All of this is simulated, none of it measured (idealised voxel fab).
This is a process module. Its name is voxel lift off.
Cross-section cut: width 285 nm, square cells of 5 nm.
For the purposes of this document, a cross-section shall be understood as a grid of square cells, specified as bands listed in top-to-bottom order, each band consisting of one or more rows of cells.
This entry defines a band. It first specifies the height of the band's top and the height of its bottom in nm, and then specifies the band's materials from left to right, stating each material with its width in nm. The word "full width" identifies a single material that fills the band from edge to edge, while the word "empty" identifies empty space.
Basically, 0 is our baseline, since under it the wafer straight out of the box is all one material. The bottom band has no lower end and keeps on going down, so it looks like "0 -> down".
The two numbers in a width such as "30..40" mark its ends across the band: the first belongs to the top row of cells, the second to the bottom row, and from each row to the next the width moves by the same amount.
It should be understood that the words "everything unchanged", when stated for a given step, signify that the cross-section underwent no change in any of its cells during that step.
"Closed voids list" specifies each empty space that is not open to the top and that occupies no fewer than 8 cells, using the form width x height at distance, the distance measured from the left edge and all three quantities in nm.
Read whatever lies past the settings on a step's line as the simulator's own remark about the step.
The setting "overlay nm" may be written on the line of a step. When the step uses a mask, the value reports how far to the right of the planned place the mask lay, and a negative value reports that it lay to the left.

### Steps planned for the process
1. op RECEIVE | material Si
2. op CONFORMAL_DEP | material SiO2 | thk nm 15
3. op PATTERN | tone open | mask id LINES | material resist | width nm 20 | pitch nm 35 | thk nm 30 | overlay nm 0
4. op DIRECTIONAL_DEP | material Ru | thk nm 15
5. op STRIP | etch materials resist
6. op CONFORMAL_DEP | material SiN | thk nm 10

### First of two wafers: run as planned

### Cross-section of the wafer at receipt, which is the condition after step 1
	0 -> down: Si full width
	Closed voids list: none

### Once step 2 is through, the wafer looks like this in cross-section
	15 -> 0: SiO2 full width
	Lower than 0, everything is as it was.

### Once step 3 is through, the wafer looks like this in cross-section
	45 -> 15: resist (95); empty (20); resist (15); empty (20); resist (15); empty (20); resist (100)
	Lower than 15, everything is as it was.

### Once step 4 is through, the wafer looks like this in cross-section
	60 -> 45: Ru (95); empty (20); Ru (15); empty (20); Ru (15); empty (20); Ru (100)
	45 -> 30: resist (95); empty (20); resist (15); empty (20); resist (15); empty (20); resist (100)
	30 -> 15: resist (95); Ru (20); resist (15); Ru (20); resist (15); Ru (20); resist (100)
	Lower than 15, everything is as it was.

### Once step 5 is through, the wafer looks like this in cross-section
	30 -> 15: empty (95); Ru (20); empty (15); Ru (20); empty (15); Ru (20); empty (100)
	Lower than 15, everything is as it was.

### Once step 6 is through, the wafer looks like this in cross-section
	40 -> 30: empty (85); SiN (110); empty (90)
	30 -> 25: empty (85); SiN (10); Ru (20); SiN (15); Ru (20); SiN (15); Ru (20); SiN (10); empty (90)
	25 -> 15: SiN (95); Ru (20); SiN (15); Ru (20); SiN (15); Ru (20); SiN (100)
	Lower than 15, everything is as it was.

### Second wafer, same starting conditions and recipe as the first, one mistake in executing it, nothing differs from the first up to and including step 1

### Planned end of step 2: second wafer, cross-section
	30 -> 0: SiO2 full width
	Lower than 0, everything is as it was.

### Planned end of step 3: second wafer, cross-section
	60 -> 30: resist (95); empty (20); resist (15); empty (20); resist (15); empty (20); resist (100)
	Lower than 30, everything is as it was.

### Planned end of step 4: second wafer, cross-section
	75 -> 60: Ru (95); empty (20); Ru (15); empty (20); Ru (15); empty (20); Ru (100)
	60 -> 45: resist (95); empty (20); resist (15); empty (20); resist (15); empty (20); resist (100)
	45 -> 30: resist (95); Ru (20); resist (15); Ru (20); resist (15); Ru (20); resist (100)
	Lower than 30, everything is as it was.

### Planned end of step 5: second wafer, cross-section
	45 -> 30: empty (95); Ru (20); empty (15); Ru (20); empty (15); Ru (20); empty (100)
	Lower than 30, everything is as it was.

### Planned end of step 6: second wafer, cross-section
	55 -> 45: empty (85); SiN (110); empty (90)
	45 -> 40: empty (85); SiN (10); Ru (20); SiN (15); Ru (20); SiN (15); Ru (20); SiN (10); empty (90)
	40 -> 30: SiN (95); Ru (20); SiN (15); Ru (20); SiN (15); Ru (20); SiN (100)
	Lower than 30, everything is as it was.
Heads up, the wafer didn't run the way we planned it: yeah, plan step 2 got run twice
Final wafer comparison in cells, second versus first, more or fewer per material: SiO2: 171 more
